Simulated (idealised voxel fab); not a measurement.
process module | voxel ribs on slabs
cross-section cut | 140 nm wide | cells 5 nm
A cross-section is a grid of square cells, given in bands from the top down. A band is one or more rows of cells.
Each band's line starts with the height of the band's top and of its bottom, in nm. Then come its materials from left to right, each with its width in nm. One material with "throughout" fills the band from edge to edge. "air" is empty space.
Height 0 is the level under which the wafer as received is all one material. The lowest band goes on downwards, as in "0 down".
A width such as "30 to 40" changes by the same amount from each row of cells to the next, from the band's top row to its bottom row.
"no change" after a step means that no cell of the cross-section changed.
closed voids: empty space of 8 cells or more with no open way to the top, each as width x height at its distance from the left edge, in nm
after a step's settings: what the simulator itself notes on the step
overlay nm, on a step with a mask: how far to the right of its planned place the mask lay; to the left if negative
plan
1 op RECEIVE | material Si
2 op DIRECTIONAL_DEP | material SiO2 | thk nm 30
3 op DIRECTIONAL_DEP | material polySi | thk nm 15
4 op DIRECTIONAL_DEP | material aC | thk nm 10
5 op PATTERN | tone cover | mask id RIB | material resist | width nm 20 | thk nm 30 | overlay nm 0
6 op DIRECTIONAL_ETCH | etch materials aC | depth nm 10
7 op STRIP | etch materials resist
8 op DIRECTIONAL_ETCH | etch materials polySi | depth nm 5
9 op STRIP | etch materials aC
10 op MASKED_ETCH | tone cover | mask id SLAB | width nm 60 | etch materials polySi | depth nm 10 | overlay nm 0
11 op FILL_DEP | material SiO2 | thk nm 25
12 op CMP | height nm 65
13 op DIRECTIONAL_DEP | material TiN | thk nm 5
14 op DIRECTIONAL_DEP | material aC | thk nm 15
15 op PATTERN | tone cover | mask id HEATER | material resist | width nm 30 | thk nm 30 | overlay nm 0
16 op DIRECTIONAL_ETCH | etch materials aC | depth nm 15
17 op STRIP | etch materials resist
18 op DIRECTIONAL_ETCH | etch materials TiN | depth nm 5
19 op STRIP | etch materials aC
20 op CONFORMAL_DEP | material SiO2 | thk nm 5
as received, after step 1
  0 down: Si throughout
  closed voids: none
first wafer at the end, as planned
  75 to 70: air 50 | SiO2 40 | air 50
  70 to 65: SiO2 55 | TiN 30 | SiO2 55
  65 to 45: SiO2 throughout
  45 to 40: SiO2 60 | polySi 20 | SiO2 60
  40 to 30: SiO2 40 | polySi 60 | SiO2 40
  30 to 0: SiO2 throughout
  0 down: Si throughout
  closed voids: none
second wafer at the end: like start, like plan, one mistake
  70 to 65: air 55 | TiN 30 | air 55
  65 to 45: SiO2 throughout
  45 to 40: SiO2 60 | polySi 20 | SiO2 60
  40 to 30: SiO2 40 | polySi 60 | SiO2 40
  30 to 0: SiO2 throughout
  0 down: Si throughout
  closed voids: none
what went wrong: step 20 was left out
at the end the second wafer has, in cells: 30 fewer of SiO2
